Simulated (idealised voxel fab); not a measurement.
voxel transistor to metal: a process module
The figure presents cross-section cut, which has a width of 225 nm and is divided into square cells with an edge length of 5 nm.
The cross-sections in this document take the form of a grid made of square cells. They are written out as bands, in order from top to bottom. Each band consists of one or more rows of cells. Each band's line starts with the height of the band's top and of its bottom, in nm. Then come its materials from left to right, each with its width in nm. One material with "full width" fills the band from edge to edge. "blank" is empty space. Measure heights from 0. That's the level where, below it, the as-received wafer is all one material. The lowest band is bottomless and extends downward; write it as in "0 nm and below". Width spec "30 to 40" -> top row of cells at first value, bottom row at second value, equal per-row change in between. Reading "no modification" for a step: not a cell of the cross-section changed in it. This entry, "Fully sealed cavities", enumerates those empty regions of no fewer than 8 cells that possess no open connection to the top. Each region is reported in the form width x height at distance, the distance being taken from the left edge, with all three quantities expressed in nm. after a step's settings: what the simulator itself notes on the step. overlay nm: step with mask; distance mask lay right of planned place; negative value = left of planned place.

# Steps in the process plan
- 1: RECEIVE [material Si]
- 2: CONFORMAL_DEP [material SiO2] [thk nm 5]
- 3: CONFORMAL_DEP [material SiN] [thk nm 15]
- 4: MASKED_ETCH [tone cover] [mask id ACTIVE] [width nm 85] [pitch nm 110] [etch materials SiN] [depth nm 15] [overlay nm 0]
- 5: MASKED_ETCH [tone cover] [mask id ACTIVE] [width nm 85] [pitch nm 110] [etch materials SiO2] [depth nm 5] [overlay nm 0]
- 6: MASKED_ETCH [tone cover] [mask id ACTIVE] [width nm 85] [pitch nm 110] [etch materials Si] [depth nm 30] [overlay nm 0]
- 7: OXIDIZE [depth nm 5]
- 8: FILL_DEP [material SiO2] [thk nm 10]
- 9: CMP [height nm 20]
- 10: SELECTIVE_ETCH [etch materials SiO2] [depth nm 10]
- 11: STRIP [etch materials SiN]
- 12: SELECTIVE_ETCH [etch materials SiO2] [depth nm 5]
- 13: OXIDIZE [depth nm 5]
- 14: DIRECTIONAL_DEP [material polySi] [thk nm 25]
- 15: DIRECTIONAL_DEP [material SiCN] [thk nm 15]
- 16: DIRECTIONAL_DEP [material aC] [thk nm 10]
- 17: PATTERN [tone cover] [mask id GATE] [material resist] [width nm 15] [pitch nm 110] [thk nm 30] [overlay nm 0]
- 18: DIRECTIONAL_ETCH [etch materials aC] [depth nm 10]
- 19: STRIP [etch materials resist]
- 20: DIRECTIONAL_ETCH [etch materials SiCN] [depth nm 25]
- 21: DIRECTIONAL_ETCH [etch materials polySi] [depth nm 35]
- 22: STRIP [etch materials aC]
- 23: CONFORMAL_DEP [material SiN] [thk nm 5]
- 24: DIRECTIONAL_ETCH [etch materials SiN] [depth nm 5]
- 25: DIRECTIONAL_ETCH [etch materials SiO2] [depth nm 5]
- 26: DIRECTIONAL_ETCH [etch materials Si] [depth nm 15]
- 27: EPI [material pSi] [thk nm 15]
- 28: FILL_DEP [material SiO2] [thk nm 10]
- 29: CMP [height nm 40]
- 30: DIRECTIONAL_DEP [material SiO2] [thk nm 15]
- 31: MASKED_ETCH [tone open] [mask id CONTACT] [width nm 15] [etch materials SiO2] [depth nm 60] [overlay nm 0]
- 32: CONFORMAL_DEP [material TiN] [thk nm 5]
- 33: FILL_DEP [material W] [thk nm 5]
- 34: CMP [height nm 55]
- 35: CONFORMAL_DEP [material SiCN] [thk nm 5]
- 36: DIRECTIONAL_DEP [material SiO2] [thk nm 15]
- 37: MASKED_ETCH [tone open] [mask id METAL_1] [width nm 15] [etch materials SiO2] [depth nm 15] [overlay nm 0]
- 38: MASKED_ETCH [tone open] [mask id METAL_1] [width nm 15] [etch materials SiCN] [depth nm 5] [overlay nm 0]
- 39: CONFORMAL_DEP [material TiN] [thk nm 5]
- 40: FILL_DEP [material Ru] [thk nm 10]
- 41: CMP [height nm 75]
- 42: CONFORMAL_DEP [material SiN] [thk nm 5]

# Cross-section, incoming material, after step 1
  0 nm and below: Si full width
  Fully sealed cavities: none

# The first of the two wafers as seen in cross-section once the module was finished; processing followed the plan
  80 nm to 75 nm: SiN full width
  75 nm to 60 nm: SiO2 (20) | TiN (5) | Ru (5) | TiN (5) | SiO2 (45) | TiN (5) | Ru (5) | TiN (5) | SiO2 (35) | TiN (5) | Ru (5) | TiN (5) | SiO2 (45) | TiN (5) | Ru (5) | TiN (5) | SiO2 (20)
  60 nm to 55 nm: SiCN (20) | TiN (15) | SiCN (45) | TiN (15) | SiCN (35) | TiN (15) | SiCN (45) | TiN (15) | SiCN (20)
  55 nm to 40 nm: SiO2 (20) | TiN (5) | W (5) | TiN (5) | SiO2 (45) | TiN (5) | W (5) | TiN (5) | SiO2 (35) | TiN (5) | W (5) | TiN (5) | SiO2 (45) | TiN (5) | W (5) | TiN (5) | SiO2 (20)
  40 nm to 25 nm: SiO2 (20) | TiN (5) | W (5) | TiN (5) | SiO2 (10) | SiN (5) | SiCN (15) | SiN (5) | SiO2 (10) | TiN (5) | W (5) | TiN (5) | SiO2 (35) | TiN (5) | W (5) | TiN (5) | SiO2 (10) | SiN (5) | SiCN (15) | SiN (5) | SiO2 (10) | TiN (5) | W (5) | TiN (5) | SiO2 (20)
  25 nm to 15 nm: SiO2 (20) | TiN (5) | W (5) | TiN (5) | SiO2 (10) | SiN (5) | polySi (15) | SiN (5) | SiO2 (10) | TiN (5) | W (5) | TiN (5) | SiO2 (35) | TiN (5) | W (5) | TiN (5) | SiO2 (10) | SiN (5) | polySi (15) | SiN (5) | SiO2 (10) | TiN (5) | W (5) | TiN (5) | SiO2 (20)
  15 nm to 10 nm: SiO2 (20) | TiN (15) | SiO2 (10) | SiN (5) | polySi (15) | SiN (5) | SiO2 (10) | TiN (15) | SiO2 (35) | TiN (15) | SiO2 (10) | SiN (5) | polySi (15) | SiN (5) | SiO2 (10) | TiN (15) | SiO2 (20)
  10 nm to 5 nm: SiO2 (20) | TiN (10) | pSi (15) | SiN (5) | polySi (15) | SiN (5) | pSi (15) | TiN (10) | SiO2 (35) | TiN (10) | pSi (15) | SiN (5) | polySi (15) | SiN (5) | pSi (15) | TiN (10) | SiO2 (20)
  5 nm to 0 nm: SiO2 (10) | SiN (5) | SiO2 (5) | TiN (10) | pSi (15) | SiN (5) | polySi (15) | SiN (5) | pSi (15) | TiN (10) | SiO2 (5) | SiN (5) | SiO2 (15) | SiN (5) | SiO2 (5) | TiN (10) | pSi (15) | SiN (5) | polySi (15) | SiN (5) | pSi (15) | TiN (10) | SiO2 (5) | SiN (5) | SiO2 (10)
  0 nm to -5 nm: SiO2 (20) | TiN (10) | pSi (15) | SiO2 (25) | pSi (15) | TiN (10) | SiO2 (35) | TiN (10) | pSi (15) | SiO2 (25) | pSi (15) | TiN (10) | SiO2 (20)
  -5 nm to -20 nm: SiO2 (20) | pSi (25) | Si (25) | pSi (25) | SiO2 (35) | pSi (25) | Si (25) | pSi (25) | SiO2 (20)
  -20 nm to -35 nm: SiO2 (20) | Si (75) | SiO2 (35) | Si (75) | SiO2 (20)
  -35 nm and below: Si full width
  Fully sealed cavities: none

# This is the second of the two wafers, cross-sectioned at the end of the module; it started exactly like the first and was given the same plan, but it was run with one mistake
  80 nm to 75 nm: SiN full width
  75 nm to 65 nm: SiO2 (20) | TiN (5) | Ru (10) | TiN (5) | SiO2 (40) | TiN (5) | Ru (10) | TiN (5) | SiO2 (30) | TiN (5) | Ru (10) | TiN (5) | SiO2 (40) | TiN (5) | Ru (10) | TiN (5) | SiO2 (15)
  65 nm to 60 nm: SiO2 (20) | TiN (5) | Ru (5) | TiN (10) | SiO2 (40) | TiN (5) | Ru (5) | TiN (10) | SiO2 (30) | TiN (5) | Ru (5) | TiN (10) | SiO2 (40) | TiN (5) | Ru (5) | TiN (10) | SiO2 (15)
  60 nm to 55 nm: SiCN (20) | TiN (15) | SiCN (45) | TiN (15) | SiCN (35) | TiN (15) | SiCN (45) | TiN (15) | SiCN (20)
  55 nm to 40 nm: SiO2 (20) | TiN (5) | W (5) | TiN (5) | SiO2 (45) | TiN (5) | W (5) | TiN (5) | SiO2 (35) | TiN (5) | W (5) | TiN (5) | SiO2 (45) | TiN (5) | W (5) | TiN (5) | SiO2 (20)
  40 nm to 25 nm: SiO2 (20) | TiN (5) | W (5) | TiN (5) | SiO2 (10) | SiN (5) | SiCN (15) | SiN (5) | SiO2 (10) | TiN (5) | W (5) | TiN (5) | SiO2 (35) | TiN (5) | W (5) | TiN (5) | SiO2 (10) | SiN (5) | SiCN (15) | SiN (5) | SiO2 (10) | TiN (5) | W (5) | TiN (5) | SiO2 (20)
  25 nm to 15 nm: SiO2 (20) | TiN (5) | W (5) | TiN (5) | SiO2 (10) | SiN (5) | polySi (15) | SiN (5) | SiO2 (10) | TiN (5) | W (5) | TiN (5) | SiO2 (35) | TiN (5) | W (5) | TiN (5) | SiO2 (10) | SiN (5) | polySi (15) | SiN (5) | SiO2 (10) | TiN (5) | W (5) | TiN (5) | SiO2 (20)
  15 nm to 10 nm: SiO2 (20) | TiN (15) | SiO2 (10) | SiN (5) | polySi (15) | SiN (5) | SiO2 (10) | TiN (15) | SiO2 (35) | TiN (15) | SiO2 (10) | SiN (5) | polySi (15) | SiN (5) | SiO2 (10) | TiN (15) | SiO2 (20)
  10 nm to 5 nm: SiO2 (20) | TiN (10) | pSi (15) | SiN (5) | polySi (15) | SiN (5) | pSi (15) | TiN (10) | SiO2 (35) | TiN (10) | pSi (15) | SiN (5) | polySi (15) | SiN (5) | pSi (15) | TiN (10) | SiO2 (20)
  5 nm to 0 nm: SiO2 (10) | SiN (5) | SiO2 (5) | TiN (10) | pSi (15) | SiN (5) | polySi (15) | SiN (5) | pSi (15) | TiN (10) | SiO2 (5) | SiN (5) | SiO2 (15) | SiN (5) | SiO2 (5) | TiN (10) | pSi (15) | SiN (5) | polySi (15) | SiN (5) | pSi (15) | TiN (10) | SiO2 (5) | SiN (5) | SiO2 (10)
  0 nm to -5 nm: SiO2 (20) | TiN (10) | pSi (15) | SiO2 (25) | pSi (15) | TiN (10) | SiO2 (35) | TiN (10) | pSi (15) | SiO2 (25) | pSi (15) | TiN (10) | SiO2 (20)
  -5 nm to -20 nm: SiO2 (20) | pSi (25) | Si (25) | pSi (25) | SiO2 (35) | pSi (25) | Si (25) | pSi (25) | SiO2 (20)
  -20 nm to -35 nm: SiO2 (20) | Si (75) | SiO2 (35) | Si (75) | SiO2 (20)
  -35 nm and below: Si full width
  Fully sealed cavities: none
The plan and the run diverged here: rather than as planned, step 37 actually ran as MASKED_ETCH [tone open] [mask id METAL_1] [width nm 20] [etch materials SiO2] [depth nm 15] [overlay nm 0]
Final tally in cells, some materials are higher or lower on the second wafer than on the first: 8 more of Ru, 12 fewer of SiO2, 4 more of TiN
